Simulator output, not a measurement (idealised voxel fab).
The following is a process module called voxel released beams.
Section cut is 205 nm wide and gridded with 5 nm square cells.
Just so we're on the same page, the cross-sections are grids of square cells, and they're listed out in bands top to bottom, each band one or more rows deep. In this notation a band is specified by the heights of its top and bottom, in that order and in nm, after which its materials appear from left to right, each paired with its width in nm. The word "all across" attached to a single material means that material fills the band from edge to edge; the word "empty" stands for empty space. Counting heights begins at 0, where everything beneath is, in the wafer as received, one material. The lowest band has no bottom; it goes on downwards, as "0 and below" shows. Per-row width for "30..40": begins at first number (top row of band), ends at second number (bottom row), increment between rows held constant. The cross-section has no changed cell in any step marked "no change occurred". Voids not open to the top, 8 cells minimum: see "Cavities, closed". Written width x height at distance; distance is from the left edge; nm. Formally, on a step line, whatever follows the settings is a remark that the simulator itself makes on the step. Each step line may optionally specify "overlay nm", which for a step with a mask gives the rightward distance between the mask's planned place and where it lay, a negative value indicating the leftward direction.
INTENDED PROCESS STEPS
- 1: RECEIVE with material Si
- 2: CONFORMAL_DEP with material SiN, thk nm 5
- 3: DIRECTIONAL_DEP with material SiO2, thk nm 15
- 4: PATTERN with tone open, mask id ANCHOR, material resist, width nm 35, thk nm 20, overlay nm 0
- 5: DIRECTIONAL_ETCH with etch materials SiO2, depth nm 15
- 6: STRIP with etch materials resist
- 7: CONFORMAL_DEP with material TiN, thk nm 15
- 8: PATTERN with tone cover, mask id BEAM, material resist, width nm 105, thk nm 15, overlay nm 0
- 9: DIRECTIONAL_ETCH with etch materials TiN, depth nm 15
- 10: STRIP with etch materials resist
- 11: STRIP with etch materials SiO2
CROSS-SECTION OF THE WAFER AT RECEIPT, WHICH IS THE CONDITION AFTER STEP 1
  0 and below = Si all across
  Cavities, closed: none
AS-PLANNED RUN: CROSS-SECTION OF THE FIRST OF TWO WAFERS AT END OF MODULE
  35 down to 20 = 45 empty | 20 TiN | 5 empty | 80 TiN | 55 empty
  20 down to 5 = 50 empty | 35 TiN | 120 empty
  5 down to 0 = SiN all across
  0 and below = Si all across
  Cavities, closed: none
THE SECOND WAFER, SHOWN IN CROSS-SECTION AFTER THE MODULE: STARTED THE SAME WAY AS THE FIRST AND GIVEN THE SAME PLAN, YET ONE MISTAKE CREPT INTO HOW IT WAS RUN
  35 down to 20 = 45 empty | 25 TiN | 5 empty | 75 TiN | 55 empty
  20 down to 5 = 55 empty | 35 TiN | 115 empty
  5 down to 0 = SiN all across
  0 and below = Si all across
  Cavities, closed: none
Error vs. plan: note that step 4 departed from the planned setting and was carried out as PATTERN with tone open, mask id ANCHOR, material resist, width nm 35, thk nm 20, overlay nm 5
When the process is done, the second wafer contains the same cell count of every material as the first wafer, but distributed over other locations.
